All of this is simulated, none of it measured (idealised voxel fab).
voxel fin reveal: a process module
The cross-section shown here is cut; it is 195 nm wide and divided into square cells measuring 5 nm on a side.
We lay out every cross-section as a grid of square cells and spell it out in bands from the top down, where one band means one or more rows of cells.
For a band, the entry starts with two heights in nm, that of the top and then that of the bottom, and carries on with the band's materials in order from left to right, each alongside its width in nm; the word "all across" beside a single material means it fills the band edge to edge, and "air" means empty space.
Beneath 0, the wafer as received is one material, and that level is where height counting begins. The lowest band goes on downward without a bottom; it is written like "from 0 down".
A width such as "30..40" changes by the same amount from each row of cells to the next, from the band's top row to its bottom row.
Where the words "remained the same" appear for a step, the cross-section shows no cell changed by that step; every cell remained as before.
"Voids lacking openings": empty spaces of 8 cells or more with no open way to the top, each given as width x height at distance, distance from the left edge, all in nm.
Formally, on a step line, whatever follows the settings is a remark that the simulator itself makes on the step.
The line of a step may include "overlay nm". On a step with a mask, this value is how far to the right of its planned place the mask lay. A negative value means the mask lay to the left.
## Planned process steps
| 1 | RECEIVE | material Si |
| 2 | CONFORMAL_DEP | material SiN | thk nm 5 |
| 3 | PATTERN | tone cover | mask id FINS | material resist | width nm 15 | pitch nm 35 | thk nm 20 | overlay nm 0 |
| 4 | DIRECTIONAL_ETCH | etch materials SiN | depth nm 5 |
| 5 | DIRECTIONAL_ETCH | etch materials Si | depth nm 40 |
| 6 | STRIP | etch materials resist |
| 7 | FILL_DEP | material SiO2 | thk nm 10 |
| 8 | CMP | height nm 5 |
| 9 | SELECTIVE_ETCH | etch materials SiO2 | depth nm 30 |
| 10 | STRIP | etch materials SiN |
| 11 | CONFORMAL_DEP | material SiO2 | thk nm 5 |
## Incoming wafer, cross-sectional view, post step 1
	from 0 down | Si all across
	Voids lacking openings: none
## Final cross-section, module run with one mistake (start and plan as above)
	from 5 to 0 | 60 air, then 25 SiO2, then 10 air, then 25 SiO2, then 75 air
	from 0 to -20 | 60 air, then 5 SiO2, then 15 Si, then 5 SiO2, then 10 air, then 5 SiO2, then 15 Si, then 5 SiO2, then 75 air
	from -20 to -40 | 65 SiO2, then 15 Si, then 20 SiO2, then 15 Si, then 80 SiO2
	from -40 down | Si all across
	Voids lacking openings: none
The mistake made against the process plan was this: rather than as planned, step 3 actually ran as PATTERN | tone cover | mask id FINS | material resist | width nm 15 | pitch nm 35 | thk nm 20 | overlay nm -5
